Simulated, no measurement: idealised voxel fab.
Module name: voxel capacitor over wiring (process module)
Displayed cross-section: cut, width of 220 nm, square cells sized 5 nm.
Throughout this document, each cross-section is represented as a grid of square cells and is presented as a sequence of bands enumerated from the top downward, where a band comprises one or more rows of cells. The entry gives the band's vertical extent as a top height and a bottom height in nm, then its horizontal make-up as materials from left to right, each with a width in nm. "air" stands for empty space; a single material marked "all across" fills the band edge to edge. Heights are expressed relative to 0, this being the level below which the as-received wafer comprises one material exclusively. The lowest band is unbounded in the downward direction and is denoted as in "top 0, no bottom". Width: "30..40" (first number = top row, second number = bottom row, same change from row to row of cells). Reading "nothing got changed" for a step: not a cell of the cross-section changed in it. "Closed void table" contains a list of empty spaces, each no smaller than 8 cells and without an open way to the top, written in the form width x height at distance with the distance from the left edge and all three in nm. Heads up: the bit after the settings on a step's line is the simulator's remark on that step. overlay nm: mask offset rightward from planned place, masked step; negative means leftward offset. Reading guide: pairs of cross-sections, before and after one process step; after view cut off at lowest changed band; step and settings listed under each pair. Pairs may stem from different runs of this module on the same starting wafer; continuity with the pair above only where the "Before-step section" entry states it.

### Before-step section
  top 0, no bottom: Si all across
  Closed void table: none

### State After Step
  top 15, bottom 0: SiO2 all across
  Below a height of 0, the structure has not been altered.
  Closed void table: none
To go from the before cross-section above to the after cross-section, apply CONFORMAL_DEP: material SiO2, thk nm 15

Before-step section: The structure entering this step is exactly what the pair just above shows after its step.

### State After Step
  top 20, bottom 15: TiN all across
  Below a height of 15, the structure has not been altered.
  Closed void table: none
To go from the before cross-section above to the after cross-section, apply DIRECTIONAL_DEP: material TiN, thk nm 5

Before-step section: The structure entering this step is exactly what the pair just above shows after its step.

### State After Step
  top 40, bottom 20: W all across
  Below a height of 20, the structure has not been altered.
  Closed void table: none
To go from the before cross-section above to the after cross-section, apply DIRECTIONAL_DEP: material W, thk nm 20

Before-step section: The structure entering this step is exactly what the pair just above shows after its step.

### State After Step
  top 50, bottom 40: aC all across
  Below a height of 40, the structure has not been altered.
  Closed void table: none
To go from the before cross-section above to the after cross-section, apply DIRECTIONAL_DEP: material aC, thk nm 10

Before-step section: The structure entering this step is exactly what the pair just above shows after its step.

### State After Step
  top 80, bottom 50: air 65, then resist 20, then air 50, then resist 20, then air 65
  Below a height of 50, the structure has not been altered.
  Closed void table: none
To go from the before cross-section above to the after cross-section, apply PATTERN: tone cover, mask id METAL_1, material resist, width nm 20, pitch nm 70, thk nm 30, overlay nm 0

Before-step section: The structure entering this step is exactly what the pair just above shows after its step.

### State After Step
  top 70, bottom 50: air 65, then resist 20, then air 50, then resist 20, then air 65
  top 50, bottom 40: air 65, then aC 20, then air 50, then aC 20, then air 65
  Below a height of 40, the structure has not been altered.
  Closed void table: none
To go from the before cross-section above to the after cross-section, apply DIRECTIONAL_ETCH: etch materials aC, depth nm 10

Before-step section: The structure entering this step is exactly what the pair just above shows after its step.

### State After Step
  top 50, bottom 40: air 65, then aC 20, then air 50, then aC 20, then air 65
  Below a height of 40, the structure has not been altered.
  Closed void table: none
To go from the before cross-section above to the after cross-section, apply STRIP: etch materials resist

Before-step section: The structure entering this step is exactly what the pair just above shows after its step.

### State After Step
  top 50, bottom 40: air 65, then aC 20, then air 50, then aC 20, then air 65
  top 40, bottom 20: air 65, then W 20, then air 50, then W 20, then air 65
  Below a height of 20, the structure has not been altered.
  Closed void table: none
To go from the before cross-section above to the after cross-section, apply DIRECTIONAL_ETCH: etch materials W, depth nm 20

Before-step section: The structure entering this step is exactly what the pair just above shows after its step.

### State After Step
  top 50, bottom 40: air 65, then aC 20, then air 50, then aC 20, then air 65
  top 40, bottom 20: air 65, then W 20, then air 50, then W 20, then air 65
  top 20, bottom 15: air 65, then TiN 20, then air 50, then TiN 20, then air 65
  Below a height of 15, the structure has not been altered.
  Closed void table: none
To go from the before cross-section above to the after cross-section, apply DIRECTIONAL_ETCH: etch materials TiN, depth nm 5

Before-step section: The structure entering this step is exactly what the pair just above shows after its step.

### State After Step
  top 40, bottom 20: air 65, then W 20, then air 50, then W 20, then air 65
  Below a height of 20, the structure has not been altered.
  Closed void table: none
To go from the before cross-section above to the after cross-section, apply STRIP: etch materials aC

Before-step section: The structure entering this step is exactly what the pair just above shows after its step.

### State After Step
  top 45, bottom 40: air 60, then SiCN 30, then air 40, then SiCN 30, then air 60
  top 40, bottom 20: air 60, then SiCN 5, then W 20, then SiCN 5, then air 40, then SiCN 5, then W 20, then SiCN 5, then air 60
  top 20, bottom 15: SiCN 65, then TiN 20, then SiCN 50, then TiN 20, then SiCN 65
  Below a height of 15, the structure has not been altered.
  Closed void table: none
To go from the before cross-section above to the after cross-section, apply CONFORMAL_DEP: material SiCN, thk nm 5

Before-step section: The structure entering this step is exactly what the pair just above shows after its step.

### State After Step
  top 50, bottom 45: lowk all across
  top 45, bottom 40: lowk 60, then SiCN 30, then lowk 40, then SiCN 30, then lowk 60
  top 40, bottom 20: lowk 60, then SiCN 5, then W 20, then SiCN 5, then lowk 40, then SiCN 5, then W 20, then SiCN 5, then lowk 60
  Below a height of 20, the structure has not been altered.
  Closed void table: none
To go from the before cross-section above to the after cross-section, apply FILL_DEP: material lowk, thk nm 5

Before-step section: The structure entering this step is exactly what the pair just above shows after its step.

### State After Step
  top 40, bottom 20: lowk 60, then SiCN 5, then W 20, then SiCN 5, then lowk 40, then SiCN 5, then W 20, then SiCN 5, then lowk 60
  Below a height of 20, the structure has not been altered.
  Closed void table: none
To go from the before cross-section above to the after cross-section, apply CMP: height nm 40

Before-step section: The structure entering this step is exactly what the pair just above shows after its step.

### State After Step
  top 45, bottom 40: SiCN all across
  Below a height of 40, the structure has not been altered.
  Closed void table: none
To go from the before cross-section above to the after cross-section, apply CONFORMAL_DEP: material SiCN, thk nm 5

Before-step section: The structure entering this step is exactly what the pair just above shows after its step.

### State After Step
  top 65, bottom 45: lowk all across
  Below a height of 45, the structure has not been altered.
  Closed void table: none
To go from the before cross-section above to the after cross-section, apply DIRECTIONAL_DEP: material lowk, thk nm 20

Before-step section: The structure entering this step is exactly what the pair just above shows after its step.

### State After Step
  top 85, bottom 65: resist 70, then air 15, then resist 135
  Below a height of 65, the structure has not been altered.
  Closed void table: none
To go from the before cross-section above to the after cross-section, apply PATTERN: tone open, mask id PLUG_1, material resist, width nm 15, thk nm 20, overlay nm 0

Before-step section: The structure entering this step is exactly what the pair just above shows after its step.

### State After Step
  top 85, bottom 65: resist 70, then air 15, then resist 135
  top 65, bottom 45: lowk 70, then air 15, then lowk 135
  Below a height of 45, the structure has not been altered.
  Closed void table: none
To go from the before cross-section above to the after cross-section, apply DIRECTIONAL_ETCH: etch materials lowk, depth nm 20

Before-step section: The structure entering this step is exactly what the pair just above shows after its step.

### State After Step
  top 85, bottom 65: resist 70, then air 15, then resist 135
  top 65, bottom 45: lowk 70, then air 15, then lowk 135
  top 45, bottom 40: SiCN 70, then air 15, then SiCN 135
  Below a height of 40, the structure has not been altered.
  Closed void table: none
To go from the before cross-section above to the after cross-section, apply DIRECTIONAL_ETCH: etch materials SiCN, depth nm 5

Before-step section: The structure entering this step is exactly what the pair just above shows after its step.

### State After Step
  top 65, bottom 45: lowk 70, then air 15, then lowk 135
  Below a height of 45, the structure has not been altered.
  Closed void table: none
To go from the before cross-section above to the after cross-section, apply STRIP: etch materials resist

Before-step section: The structure entering this step is exactly what the pair just above shows after its step.

### State After Step
  top 70, bottom 65: TiN 75, then air 5, then TiN 140
  top 65, bottom 45: lowk 70, then TiN 5, then air 5, then TiN 5, then lowk 135
  top 45, bottom 40: SiCN 70, then TiN 15, then SiCN 135
  Below a height of 40, the structure has not been altered.
  Closed void table: none
To go from the before cross-section above to the after cross-section, apply CONFORMAL_DEP: material TiN, thk nm 5

Before-step section: The structure entering this step is exactly what the pair just above shows after its step.

### State After Step
  top 75, bottom 70: Ru all across
  top 70, bottom 65: TiN 75, then Ru 5, then TiN 140
  top 65, bottom 45: lowk 70, then TiN 5, then Ru 5, then TiN 5, then lowk 135
  Below a height of 45, the structure has not been altered.
  Closed void table: none
To go from the before cross-section above to the after cross-section, apply FILL_DEP: material Ru, thk nm 5

Before-step section: The structure entering this step is exactly what the pair just above shows after its step.

### State After Step
  top 65, bottom 45: lowk 70, then TiN 5, then Ru 5, then TiN 5, then lowk 135
  Below a height of 45, the structure has not been altered.
  Closed void table: none
To go from the before cross-section above to the after cross-section, apply CMP: height nm 65

Before-step section: The structure entering this step is exactly what the pair just above shows after its step.

### State After Step
  top 75, bottom 65: TiN all across
  Below a height of 65, the structure has not been altered.
  Closed void table: none
To go from the before cross-section above to the after cross-section, apply DIRECTIONAL_DEP: material TiN, thk nm 10

Before-step section: The structure entering this step is exactly what the pair just above shows after its step.

### State After Step
  top 80, bottom 75: HfO2 all across
  Below a height of 75, the structure has not been altered.
  Closed void table: none
To go from the before cross-section above to the after cross-section, apply DIRECTIONAL_DEP: material HfO2, thk nm 5

Before-step section: The structure entering this step is exactly what the pair just above shows after its step.

### State After Step
  top 90, bottom 80: TiN all across
  Below a height of 80, the structure has not been altered.
  Closed void table: none
To go from the before cross-section above to the after cross-section, apply DIRECTIONAL_DEP: material TiN, thk nm 10

Before-step section: The structure entering this step is exactly what the pair just above shows after its step.

### State After Step
  top 105, bottom 90: air 70, then resist 55, then air 95
  Below a height of 90, the structure has not been altered.
  Closed void table: none
To go from the before cross-section above to the after cross-section, apply PATTERN: tone cover, mask id UPPER_PLATE, material resist, width nm 55, thk nm 15, overlay nm 0

Before-step section: The structure entering this step is exactly what the pair just above shows after its step.

### State After Step
  top 105, bottom 90: air 70, then resist 55, then air 95
  top 90, bottom 80: air 70, then TiN 55, then air 95
  Below a height of 80, the structure has not been altered.
  Closed void table: none
To go from the before cross-section above to the after cross-section, apply DIRECTIONAL_ETCH: etch materials TiN, depth nm 10

Before-step section: The structure entering this step is exactly what the pair just above shows after its step.

### State After Step
  top 105, bottom 90: air 70, then resist 55, then air 95
  top 90, bottom 80: air 70, then TiN 55, then air 95
  top 80, bottom 75: air 70, then HfO2 55, then air 95
  Below a height of 75, the structure has not been altered.
  Closed void table: none
To go from the before cross-section above to the after cross-section, apply DIRECTIONAL_ETCH: etch materials HfO2, depth nm 5

Before-step section: The structure entering this step is exactly what the pair just above shows after its step.

### State After Step
  top 90, bottom 80: air 70, then TiN 55, then air 95
  Below a height of 80, the structure has not been altered.
  Closed void table: none
To go from the before cross-section above to the after cross-section, apply STRIP: etch materials resist

Before-step section: The structure entering this step is exactly what the pair just above shows after its step.

### State After Step
  top 105, bottom 90: air 65, then resist 65, then air 90
  top 90, bottom 80: air 65, then resist 5, then TiN 55, then resist 5, then air 90
  top 80, bottom 75: air 65, then resist 5, then HfO2 55, then resist 5, then air 90
  Below a height of 75, the structure has not been altered.
  Closed void table: none
To go from the before cross-section above to the after cross-section, apply PATTERN: tone cover, mask id LOWER_PLATE, material resist, width nm 65, thk nm 15, overlay nm 0

Before-step section: The structure entering this step is exactly what the pair just above shows after its step.

### State After Step
  top 105, bottom 90: air 65, then resist 65, then air 90
  top 90, bottom 80: air 65, then resist 5, then TiN 55, then resist 5, then air 90
  top 80, bottom 75: air 65, then resist 5, then HfO2 55, then resist 5, then air 90
  top 75, bottom 65: air 65, then TiN 65, then air 90
  Below a height of 65, the structure has not been altered.
  Closed void table: none
To go from the before cross-section above to the after cross-section, apply DIRECTIONAL_ETCH: etch materials TiN, depth nm 10

Before-step section: The structure entering this step is exactly what the pair just above shows after its step.

### State After Step
  top 90, bottom 80: air 70, then TiN 55, then air 95
  top 80, bottom 75: air 70, then HfO2 55, then air 95
  Below a height of 75, the structure has not been altered.
  Closed void table: none
To go from the before cross-section above to the after cross-section, apply STRIP: etch materials resist

Before-step section: The structure entering this step is exactly what the pair just above shows after its step.

### State After Step
  top 105, bottom 90: SiO2 all across
  top 90, bottom 80: SiO2 70, then TiN 55, then SiO2 95
  top 80, bottom 75: SiO2 70, then HfO2 55, then SiO2 95
  top 75, bottom 65: SiO2 65, then TiN 65, then SiO2 90
  Below a height of 65, the structure has not been altered.
  Closed void table: none
To go from the before cross-section above to the after cross-section, apply FILL_DEP: material SiO2, thk nm 15

Before-step section: The structure entering this step is exactly what the pair just above shows after its step.

### State After Step
  top 100, bottom 90: SiO2 all across
  Below a height of 90, the structure has not been altered.
  Closed void table: none
To go from the before cross-section above to the after cross-section, apply CMP: height nm 100

Before-step section: The structure entering this step is exactly what the pair just above shows after its step.

### State After Step
  top 115, bottom 100: aC all across
  Below a height of 100, the structure has not been altered.
  Closed void table: none
To go from the before cross-section above to the after cross-section, apply DIRECTIONAL_DEP: material aC, thk nm 15

Before-step section: The structure entering this step is exactly what the pair just above shows after its step.

### State After Step
  top 145, bottom 115: resist 80, then air 15, then resist 125
  Below a height of 115, the structure has not been altered.
  Closed void table: none
To go from the before cross-section above to the after cross-section, apply PATTERN: tone open, mask id PLUG_2, material resist, width nm 15, thk nm 30, overlay nm 0

Before-step section: The structure entering this step is exactly what the pair just above shows after its step.

### State After Step
  top 130, bottom 115: resist 80, then air 15, then resist 125
  top 115, bottom 100: aC 80, then air 15, then aC 125
  Below a height of 100, the structure has not been altered.
  Closed void table: none
To go from the before cross-section above to the after cross-section, apply DIRECTIONAL_ETCH: etch materials aC, depth nm 15

Before-step section: The structure entering this step is exactly what the pair just above shows after its step.

### State After Step
  top 115, bottom 100: aC 80, then air 15, then aC 125
  Below a height of 100, the structure has not been altered.
  Closed void table: none
To go from the before cross-section above to the after cross-section, apply STRIP: etch materials resist

Before-step section: The structure entering this step is exactly what the pair just above shows after its step.

### State After Step
  top 115, bottom 100: aC 80, then air 15, then aC 125
  top 100, bottom 90: SiO2 80, then air 15, then SiO2 125
  Below a height of 90, the structure has not been altered.
  Closed void table: none
To go from the before cross-section above to the after cross-section, apply DIRECTIONAL_ETCH: etch materials SiO2, depth nm 10

Before-step section: The structure entering this step is exactly what the pair just above shows after its step.

### State After Step
  top 100, bottom 90: SiO2 80, then air 15, then SiO2 125
  Below a height of 90, the structure has not been altered.
  Closed void table: none
To go from the before cross-section above to the after cross-section, apply STRIP: etch materials aC

Before-step section: The structure entering this step is exactly what the pair just above shows after its step.

### State After Step
  top 105, bottom 100: TiN 85, then air 5, then TiN 130
  top 100, bottom 95: SiO2 80, then TiN 5, then air 5, then TiN 5, then SiO2 125
  top 95, bottom 90: SiO2 80, then TiN 15, then SiO2 125
  Below a height of 90, the structure has not been altered.
  Closed void table: none
To go from the before cross-section above to the after cross-section, apply CONFORMAL_DEP: material TiN, thk nm 5

Before-step section: The structure entering this step is exactly what the pair just above shows after its step.

### State After Step
  top 115, bottom 105: Cu all across
  top 105, bottom 100: TiN 85, then Cu 5, then TiN 130
  top 100, bottom 95: SiO2 80, then TiN 5, then Cu 5, then TiN 5, then SiO2 125
  Below a height of 95, the structure has not been altered.
  Closed void table: none
To go from the before cross-section above to the after cross-section, apply FILL_DEP: material Cu, thk nm 10

Before-step section: The structure entering this step is exactly what the pair just above shows after its step.

### State After Step
  top 100, bottom 95: SiO2 80, then TiN 5, then Cu 5, then TiN 5, then SiO2 125
  Below a height of 95, the structure has not been altered.
  Closed void table: none
To go from the before cross-section above to the after cross-section, apply CMP: height nm 100

Before-step section: The structure entering this step is exactly what the pair just above shows after its step.

### State After Step
  top 105, bottom 100: SiN all across
  Below a height of 100, the structure has not been altered.
  Closed void table: none
To go from the before cross-section above to the after cross-section, apply CONFORMAL_DEP: material SiN, thk nm 5

### Before-step section
  top 15, bottom 0: SiO2 all across
  top 0, no bottom: Si all across
  Closed void table: none

### State After Step
  top 35, bottom 15: W all across
  Below a height of 15, the structure has not been altered.
  Closed void table: none
To go from the before cross-section above to the after cross-section, apply DIRECTIONAL_DEP: material W, thk nm 20

Before-step section: The structure entering this step is exactly what the pair just above shows after its step.

### State After Step
  top 45, bottom 35: aC all across
  Below a height of 35, the structure has not been altered.
  Closed void table: none
To go from the before cross-section above to the after cross-section, apply DIRECTIONAL_DEP: material aC, thk nm 10

Before-step section: The structure entering this step is exactly what the pair just above shows after its step.

### State After Step
  top 75, bottom 45: air 65, then resist 20, then air 50, then resist 20, then air 65
  Below a height of 45, the structure has not been altered.
  Closed void table: none
To go from the before cross-section above to the after cross-section, apply PATTERN: tone cover, mask id METAL_1, material resist, width nm 20, pitch nm 70, thk nm 30, overlay nm 0

Before-step section: The structure entering this step is exactly what the pair just above shows after its step.

### State After Step
  top 65, bottom 45: air 65, then resist 20, then air 50, then resist 20, then air 65
  top 45, bottom 35: air 65, then aC 20, then air 50, then aC 20, then air 65
  Below a height of 35, the structure has not been altered.
  Closed void table: none
To go from the before cross-section above to the after cross-section, apply DIRECTIONAL_ETCH: etch materials aC, depth nm 10

Before-step section: The structure entering this step is exactly what the pair just above shows after its step.

### State After Step
  top 45, bottom 35: air 65, then aC 20, then air 50, then aC 20, then air 65
  Below a height of 35, the structure has not been altered.
  Closed void table: none
To go from the before cross-section above to the after cross-section, apply STRIP: etch materials resist

Before-step section: The structure entering this step is exactly what the pair just above shows after its step.

### State After Step
  top 45, bottom 35: air 65, then aC 20, then air 50, then aC 20, then air 65
  top 35, bottom 15: air 65, then W 20, then air 50, then W 20, then air 65
  Below a height of 15, the structure has not been altered.
  Closed void table: none
To go from the before cross-section above to the after cross-section, apply DIRECTIONAL_ETCH: etch materials W, depth nm 20

Before-step section: The structure entering this step is exactly what the pair just above shows after its step.

### State After Step
  top 35, bottom 15: air 65, then W 20, then air 50, then W 20, then air 65
  Below a height of 15, the structure has not been altered.
  Closed void table: none
To go from the before cross-section above to the after cross-section, apply STRIP: etch materials aC

Before-step section: The structure entering this step is exactly what the pair just above shows after its step.

### State After Step
  top 40, bottom 35: air 60, then SiCN 30, then air 40, then SiCN 30, then air 60
  top 35, bottom 20: air 60, then SiCN 5, then W 20, then SiCN 5, then air 40, then SiCN 5, then W 20, then SiCN 5, then air 60
  top 20, bottom 15: SiCN 65, then W 20, then SiCN 50, then W 20, then SiCN 65
  Below a height of 15, the structure has not been altered.
  Closed void table: none
To go from the before cross-section above to the after cross-section, apply CONFORMAL_DEP: material SiCN, thk nm 5

Before-step section: The structure entering this step is exactly what the pair just above shows after its step.

### State After Step
  top 45, bottom 40: lowk all across
  top 40, bottom 35: lowk 60, then SiCN 30, then lowk 40, then SiCN 30, then lowk 60
  top 35, bottom 20: lowk 60, then SiCN 5, then W 20, then SiCN 5, then lowk 40, then SiCN 5, then W 20, then SiCN 5, then lowk 60
  Below a height of 20, the structure has not been altered.
  Closed void table: none
To go from the before cross-section above to the after cross-section, apply FILL_DEP: material lowk, thk nm 5

Before-step section: The structure entering this step is exactly what the pair just above shows after its step.

### State After Step
  top 40, bottom 35: lowk 60, then SiCN 30, then lowk 40, then SiCN 30, then lowk 60
  Below a height of 35, the structure has not been altered.
  Closed void table: none
To go from the before cross-section above to the after cross-section, apply CMP: height nm 40

Before-step section: The structure entering this step is exactly what the pair just above shows after its step.

### State After Step
  top 45, bottom 40: SiCN all across
  Below a height of 40, the structure has not been altered.
  Closed void table: none
To go from the before cross-section above to the after cross-section, apply CONFORMAL_DEP: material SiCN, thk nm 5

Before-step section: The structure entering this step is exactly what the pair just above shows after its step.

### State After Step
  top 65, bottom 45: lowk all across
  Below a height of 45, the structure has not been altered.
  Closed void table: none
To go from the before cross-section above to the after cross-section, apply DIRECTIONAL_DEP: material lowk, thk nm 20

Before-step section: The structure entering this step is exactly what the pair just above shows after its step.

### State After Step
  top 85, bottom 65: resist 70, then air 15, then resist 135
  Below a height of 65, the structure has not been altered.
  Closed void table: none
To go from the before cross-section above to the after cross-section, apply PATTERN: tone open, mask id PLUG_1, material resist, width nm 15, thk nm 20, overlay nm 0

Before-step section: The structure entering this step is exactly what the pair just above shows after its step.

### State After Step
  top 85, bottom 65: resist 70, then air 15, then resist 135
  top 65, bottom 45: lowk 70, then air 15, then lowk 135
  Below a height of 45, the structure has not been altered.
  Closed void table: none
To go from the before cross-section above to the after cross-section, apply DIRECTIONAL_ETCH: etch materials lowk, depth nm 20

Before-step section: The structure entering this step is exactly what the pair just above shows after its step.

### State After Step
  top 85, bottom 65: resist 70, then air 15, then resist 135
  top 65, bottom 45: lowk 70, then air 15, then lowk 135
  top 45, bottom 40: SiCN 70, then air 15, then SiCN 135
  Below a height of 40, the structure has not been altered.
  Closed void table: none
To go from the before cross-section above to the after cross-section, apply DIRECTIONAL_ETCH: etch materials SiCN, depth nm 5

Before-step section: The structure entering this step is exactly what the pair just above shows after its step.

### State After Step
  top 65, bottom 45: lowk 70, then air 15, then lowk 135
  Below a height of 45, the structure has not been altered.
  Closed void table: none
To go from the before cross-section above to the after cross-section, apply STRIP: etch materials resist

Before-step section: The structure entering this step is exactly what the pair just above shows after its step.

### State After Step
  top 70, bottom 65: TiN 75, then air 5, then TiN 140
  top 65, bottom 45: lowk 70, then TiN 5, then air 5, then TiN 5, then lowk 135
  top 45, bottom 40: SiCN 70, then TiN 15, then SiCN 135
  Below a height of 40, the structure has not been altered.
  Closed void table: none
To go from the before cross-section above to the after cross-section, apply CONFORMAL_DEP: material TiN, thk nm 5

Before-step section: The structure entering this step is exactly what the pair just above shows after its step.

### State After Step
  top 75, bottom 70: Ru all across
  top 70, bottom 65: TiN 75, then Ru 5, then TiN 140
  top 65, bottom 45: lowk 70, then TiN 5, then Ru 5, then TiN 5, then lowk 135
  Below a height of 45, the structure has not been altered.
  Closed void table: none
To go from the before cross-section above to the after cross-section, apply FILL_DEP: material Ru, thk nm 5

Before-step section: The structure entering this step is exactly what the pair just above shows after its step.

### State After Step
  top 65, bottom 45: lowk 70, then TiN 5, then Ru 5, then TiN 5, then lowk 135
  Below a height of 45, the structure has not been altered.
  Closed void table: none
To go from the before cross-section above to the after cross-section, apply CMP: height nm 65

Before-step section: The structure entering this step is exactly what the pair just above shows after its step.

### State After Step
  top 75, bottom 65: TiN all across
  Below a height of 65, the structure has not been altered.
  Closed void table: none
To go from the before cross-section above to the after cross-section, apply DIRECTIONAL_DEP: material TiN, thk nm 10

Before-step section: The structure entering this step is exactly what the pair just above shows after its step.

### State After Step
  top 80, bottom 75: HfO2 all across
  Below a height of 75, the structure has not been altered.
  Closed void table: none
To go from the before cross-section above to the after cross-section, apply DIRECTIONAL_DEP: material HfO2, thk nm 5

Before-step section: The structure entering this step is exactly what the pair just above shows after its step.

### State After Step
  top 90, bottom 80: TiN all across
  Below a height of 80, the structure has not been altered.
  Closed void table: none
To go from the before cross-section above to the after cross-section, apply DIRECTIONAL_DEP: material TiN, thk nm 10

Before-step section: The structure entering this step is exactly what the pair just above shows after its step.

### State After Step
  top 105, bottom 90: air 70, then resist 55, then air 95
  Below a height of 90, the structure has not been altered.
  Closed void table: none
To go from the before cross-section above to the after cross-section, apply PATTERN: tone cover, mask id UPPER_PLATE, material resist, width nm 55, thk nm 15, overlay nm 0

Before-step section: The structure entering this step is exactly what the pair just above shows after its step.

### State After Step
  top 105, bottom 90: air 70, then resist 55, then air 95
  top 90, bottom 80: air 70, then TiN 55, then air 95
  Below a height of 80, the structure has not been altered.
  Closed void table: none
To go from the before cross-section above to the after cross-section, apply DIRECTIONAL_ETCH: etch materials TiN, depth nm 10

Before-step section: The structure entering this step is exactly what the pair just above shows after its step.

### State After Step
  top 105, bottom 90: air 70, then resist 55, then air 95
  top 90, bottom 80: air 70, then TiN 55, then air 95
  top 80, bottom 75: air 70, then HfO2 55, then air 95
  Below a height of 75, the structure has not been altered.
  Closed void table: none
To go from the before cross-section above to the after cross-section, apply DIRECTIONAL_ETCH: etch materials HfO2, depth nm 5

Before-step section: The structure entering this step is exactly what the pair just above shows after its step.

### State After Step
  top 90, bottom 80: air 70, then TiN 55, then air 95
  Below a height of 80, the structure has not been altered.
  Closed void table: none
To go from the before cross-section above to the after cross-section, apply STRIP: etch materials resist

Before-step section: The structure entering this step is exactly what the pair just above shows after its step.

### State After Step
  top 105, bottom 90: air 65, then resist 65, then air 90
  top 90, bottom 80: air 65, then resist 5, then TiN 55, then resist 5, then air 90
  top 80, bottom 75: air 65, then resist 5, then HfO2 55, then resist 5, then air 90
  Below a height of 75, the structure has not been altered.
  Closed void table: none
To go from the before cross-section above to the after cross-section, apply PATTERN: tone cover, mask id LOWER_PLATE, material resist, width nm 65, thk nm 15, overlay nm 0

Before-step section: The structure entering this step is exactly what the pair just above shows after its step.

### State After Step
  top 105, bottom 90: air 65, then resist 65, then air 90
  top 90, bottom 80: air 65, then resist 5, then TiN 55, then resist 5, then air 90
  top 80, bottom 75: air 65, then resist 5, then HfO2 55, then resist 5, then air 90
  top 75, bottom 65: air 65, then TiN 65, then air 90
  Below a height of 65, the structure has not been altered.
  Closed void table: none
To go from the before cross-section above to the after cross-section, apply DIRECTIONAL_ETCH: etch materials TiN, depth nm 10

Before-step section: The structure entering this step is exactly what the pair just above shows after its step.

### State After Step
  top 90, bottom 80: air 70, then TiN 55, then air 95
  top 80, bottom 75: air 70, then HfO2 55, then air 95
  Below a height of 75, the structure has not been altered.
  Closed void table: none
To go from the before cross-section above to the after cross-section, apply STRIP: etch materials resist

Before-step section: The structure entering this step is exactly what the pair just above shows after its step.

### State After Step
  top 105, bottom 90: SiO2 all across
  top 90, bottom 80: SiO2 70, then TiN 55, then SiO2 95
  top 80, bottom 75: SiO2 70, then HfO2 55, then SiO2 95
  top 75, bottom 65: SiO2 65, then TiN 65, then SiO2 90
  Below a height of 65, the structure has not been altered.
  Closed void table: none
To go from the before cross-section above to the after cross-section, apply FILL_DEP: material SiO2, thk nm 15

Before-step section: The structure entering this step is exactly what the pair just above shows after its step.

### State After Step
  top 100, bottom 90: SiO2 all across
  Below a height of 90, the structure has not been altered.
  Closed void table: none
To go from the before cross-section above to the after cross-section, apply CMP: height nm 100

Before-step section: The structure entering this step is exactly what the pair just above shows after its step.

### State After Step
  top 115, bottom 100: aC all across
  Below a height of 100, the structure has not been altered.
  Closed void table: none
To go from the before cross-section above to the after cross-section, apply DIRECTIONAL_DEP: material aC, thk nm 15

Before-step section: The structure entering this step is exactly what the pair just above shows after its step.

### State After Step
  top 145, bottom 115: resist 80, then air 15, then resist 125
  Below a height of 115, the structure has not been altered.
  Closed void table: none
To go from the before cross-section above to the after cross-section, apply PATTERN: tone open, mask id PLUG_2, material resist, width nm 15, thk nm 30, overlay nm 0

Before-step section: The structure entering this step is exactly what the pair just above shows after its step.

### State After Step
  top 130, bottom 115: resist 80, then air 15, then resist 125
  top 115, bottom 100: aC 80, then air 15, then aC 125
  Below a height of 100, the structure has not been altered.
  Closed void table: none
To go from the before cross-section above to the after cross-section, apply DIRECTIONAL_ETCH: etch materials aC, depth nm 15

Before-step section: The structure entering this step is exactly what the pair just above shows after its step.

### State After Step
  top 115, bottom 100: aC 80, then air 15, then aC 125
  Below a height of 100, the structure has not been altered.
  Closed void table: none
To go from the before cross-section above to the after cross-section, apply STRIP: etch materials resist

Before-step section: The structure entering this step is exactly what the pair just above shows after its step.

### State After Step
  top 115, bottom 100: aC 80, then air 15, then aC 125
  top 100, bottom 90: SiO2 80, then air 15, then SiO2 125
  Below a height of 90, the structure has not been altered.
  Closed void table: none
To go from the before cross-section above to the after cross-section, apply DIRECTIONAL_ETCH: etch materials SiO2, depth nm 10

Before-step section: The structure entering this step is exactly what the pair just above shows after its step.

### State After Step
  top 100, bottom 90: SiO2 80, then air 15, then SiO2 125
  Below a height of 90, the structure has not been altered.
  Closed void table: none
To go from the before cross-section above to the after cross-section, apply STRIP: etch materials aC

Before-step section: The structure entering this step is exactly what the pair just above shows after its step.

### State After Step
  top 105, bottom 100: TiN 85, then air 5, then TiN 130
  top 100, bottom 95: SiO2 80, then TiN 5, then air 5, then TiN 5, then SiO2 125
  top 95, bottom 90: SiO2 80, then TiN 15, then SiO2 125
  Below a height of 90, the structure has not been altered.
  Closed void table: none
To go from the before cross-section above to the after cross-section, apply CONFORMAL_DEP: material TiN, thk nm 5

Before-step section: The structure entering this step is exactly what the pair just above shows after its step.

### State After Step
  top 115, bottom 105: Cu all across
  top 105, bottom 100: TiN 85, then Cu 5, then TiN 130
  top 100, bottom 95: SiO2 80, then TiN 5, then Cu 5, then TiN 5, then SiO2 125
  Below a height of 95, the structure has not been altered.
  Closed void table: none
To go from the before cross-section above to the after cross-section, apply FILL_DEP: material Cu, thk nm 10

Before-step section: The structure entering this step is exactly what the pair just above shows after its step.

### State After Step
  top 100, bottom 95: SiO2 80, then TiN 5, then Cu 5, then TiN 5, then SiO2 125
  Below a height of 95, the structure has not been altered.
  Closed void table: none
To go from the before cross-section above to the after cross-section, apply CMP: height nm 100

Before-step section: The structure entering this step is exactly what the pair just above shows after its step.

### State After Step
  top 105, bottom 100: SiN all across
  Below a height of 100, the structure has not been altered.
  Closed void table: none
To go from the before cross-section above to the after cross-section, apply CONFORMAL_DEP: material SiN, thk nm 5

### Before-step section
  top 15, bottom 0: SiO2 all across
  top 0, no bottom: Si all across
  Closed void table: none

### State After Step
  top 30, bottom 0: SiO2 all across
  Below a height of 0, the structure has not been altered.
  Closed void table: none
To go from the before cross-section above to the after cross-section, apply CONFORMAL_DEP: material SiO2, thk nm 15

Before-step section: The structure entering this step is exactly what the pair just above shows after its step.

### State After Step
  top 35, bottom 30: TiN all across
  Below a height of 30, the structure has not been altered.
  Closed void table: none
To go from the before cross-section above to the after cross-section, apply DIRECTIONAL_DEP: material TiN, thk nm 5

Before-step section: The structure entering this step is exactly what the pair just above shows after its step.

### State After Step
  top 55, bottom 35: W all across
  Below a height of 35, the structure has not been altered.
  Closed void table: none
To go from the before cross-section above to the after cross-section, apply DIRECTIONAL_DEP: material W, thk nm 20

Before-step section: The structure entering this step is exactly what the pair just above shows after its step.

### State After Step
  top 65, bottom 55: aC all across
  Below a height of 55, the structure has not been altered.
  Closed void table: none
To go from the before cross-section above to the after cross-section, apply DIRECTIONAL_DEP: material aC, thk nm 10

Before-step section: The structure entering this step is exactly what the pair just above shows after its step.

### State After Step
  top 95, bottom 65: air 65, then resist 20, then air 50, then resist 20, then air 65
  Below a height of 65, the structure has not been altered.
  Closed void table: none
To go from the before cross-section above to the after cross-section, apply PATTERN: tone cover, mask id METAL_1, material resist, width nm 20, pitch nm 70, thk nm 30, overlay nm 0
